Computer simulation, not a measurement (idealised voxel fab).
process module | voxel trench capacitor
cross-section cut | 225 nm wide | cells 5 nm
A cross-section is a grid of square cells, given in bands from the top down. A band is one or more rows of cells.
Each band's line starts with the height of the band's top and of its bottom, in nm. Then come its materials from left to right, each with its width in nm. One material with "throughout" fills the band from edge to edge. "air" is empty space.
Height 0 is the level under which the wafer as received is all one material. The lowest band goes on downwards, as in "0 down".
A width such as "30 to 40" changes by the same amount from each row of cells to the next, from the band's top row to its bottom row.
"no change" after a step means that no cell of the cross-section changed.
closed voids: empty space of 8 cells or more with no open way to the top, each as width x height at its distance from the left edge, in nm
after a step's settings: what the simulator itself notes on the step
overlay nm, on a step with a mask: how far to the right of its planned place the mask lay; to the left if negative
plan
1 op RECEIVE | material Si
2 op CONFORMAL_DEP | material SiN | thk nm 5
3 op PATTERN | tone open | mask id TRENCH | material resist | width nm 30 | pitch nm 55 | thk nm 20 | overlay nm 0
4 op DIRECTIONAL_ETCH | etch materials SiN | depth nm 5
5 op DIRECTIONAL_ETCH | etch materials Si | depth nm 35
6 op STRIP | etch materials resist
7 op CONFORMAL_DEP | material Al2O3 | thk nm 5
8 op CONFORMAL_DEP | material TiN | thk nm 5
9 op FILL_DEP | material W | thk nm 5
10 op CMP | height nm 5
first wafer, as planned
as received, after step 1
  0 down: Si throughout
  closed voids: none
after step 2
  5 to 0: SiN throughout
  below 0: unchanged
after step 3
  25 to 5: resist 40 | air 30 | resist 25 | air 30 | resist 25 | air 30 | resist 45
  below 5: unchanged
after step 4
  25 to 5: resist 40 | air 30 | resist 25 | air 30 | resist 25 | air 30 | resist 45
  5 to 0: SiN 40 | air 30 | SiN 25 | air 30 | SiN 25 | air 30 | SiN 45
  below 0: unchanged
after step 5
  25 to 5: resist 40 | air 30 | resist 25 | air 30 | resist 25 | air 30 | resist 45
  5 to 0: SiN 40 | air 30 | SiN 25 | air 30 | SiN 25 | air 30 | SiN 45
  0 to -35: Si 40 | air 30 | Si 25 | air 30 | Si 25 | air 30 | Si 45
  below -35: unchanged
after step 6
  5 to 0: SiN 40 | air 30 | SiN 25 | air 30 | SiN 25 | air 30 | SiN 45
  below 0: unchanged
after step 7
  10 to 5: Al2O3 45 | air 20 | Al2O3 35 | air 20 | Al2O3 35 | air 20 | Al2O3 50
  5 to 0: SiN 40 | Al2O3 5 | air 20 | Al2O3 5 | SiN 25 | Al2O3 5 | air 20 | Al2O3 5 | SiN 25 | Al2O3 5 | air 20 | Al2O3 5 | SiN 45
  0 to -30: Si 40 | Al2O3 5 | air 20 | Al2O3 5 | Si 25 | Al2O3 5 | air 20 | Al2O3 5 | Si 25 | Al2O3 5 | air 20 | Al2O3 5 | Si 45
  -30 to -35: Si 40 | Al2O3 30 | Si 25 | Al2O3 30 | Si 25 | Al2O3 30 | Si 45
  below -35: unchanged
after step 8
  15 to 10: TiN 50 | air 10 | TiN 45 | air 10 | TiN 45 | air 10 | TiN 55
  10 to 5: Al2O3 45 | TiN 5 | air 10 | TiN 5 | Al2O3 35 | TiN 5 | air 10 | TiN 5 | Al2O3 35 | TiN 5 | air 10 | TiN 5 | Al2O3 50
  5 to 0: SiN 40 | Al2O3 5 | TiN 5 | air 10 | TiN 5 | Al2O3 5 | SiN 25 | Al2O3 5 | TiN 5 | air 10 | TiN 5 | Al2O3 5 | SiN 25 | Al2O3 5 | TiN 5 | air 10 | TiN 5 | Al2O3 5 | SiN 45
  0 to -25: Si 40 | Al2O3 5 | TiN 5 | air 10 | TiN 5 | Al2O3 5 | Si 25 | Al2O3 5 | TiN 5 | air 10 | TiN 5 | Al2O3 5 | Si 25 | Al2O3 5 | TiN 5 | air 10 | TiN 5 | Al2O3 5 | Si 45
  -25 to -30: Si 40 | Al2O3 5 | TiN 20 | Al2O3 5 | Si 25 | Al2O3 5 | TiN 20 | Al2O3 5 | Si 25 | Al2O3 5 | TiN 20 | Al2O3 5 | Si 45
  below -30: unchanged
after step 9
  20 to 15: W throughout
  15 to 10: TiN 50 | W 10 | TiN 45 | W 10 | TiN 45 | W 10 | TiN 55
  10 to 5: Al2O3 45 | TiN 5 | W 10 | TiN 5 | Al2O3 35 | TiN 5 | W 10 | TiN 5 | Al2O3 35 | TiN 5 | W 10 | TiN 5 | Al2O3 50
  5 to 0: SiN 40 | Al2O3 5 | TiN 5 | W 10 | TiN 5 | Al2O3 5 | SiN 25 | Al2O3 5 | TiN 5 | W 10 | TiN 5 | Al2O3 5 | SiN 25 | Al2O3 5 | TiN 5 | W 10 | TiN 5 | Al2O3 5 | SiN 45
  0 to -25: Si 40 | Al2O3 5 | TiN 5 | W 10 | TiN 5 | Al2O3 5 | Si 25 | Al2O3 5 | TiN 5 | W 10 | TiN 5 | Al2O3 5 | Si 25 | Al2O3 5 | TiN 5 | W 10 | TiN 5 | Al2O3 5 | Si 45
  below -25: unchanged
after step 10
  5 to 0: SiN 40 | Al2O3 5 | TiN 5 | W 10 | TiN 5 | Al2O3 5 | SiN 25 | Al2O3 5 | TiN 5 | W 10 | TiN 5 | Al2O3 5 | SiN 25 | Al2O3 5 | TiN 5 | W 10 | TiN 5 | Al2O3 5 | SiN 45
  below 0: unchanged
second wafer: like start, like plan, one mistake. Through step 9 it matches the first wafer
when step 10 should have ended
  -5 to -25: Si 40 | Al2O3 5 | TiN 5 | W 10 | TiN 5 | Al2O3 5 | Si 25 | Al2O3 5 | TiN 5 | W 10 | TiN 5 | Al2O3 5 | Si 25 | Al2O3 5 | TiN 5 | W 10 | TiN 5 | Al2O3 5 | Si 45
  below -25: unchanged
what went wrong: step 10 ran as: op CMP | height nm -5
at the end the second wafer has, in cells: 12 fewer of Al2O3 | 27 fewer of Si | 27 fewer of SiN | 12 fewer of TiN | 12 fewer of W
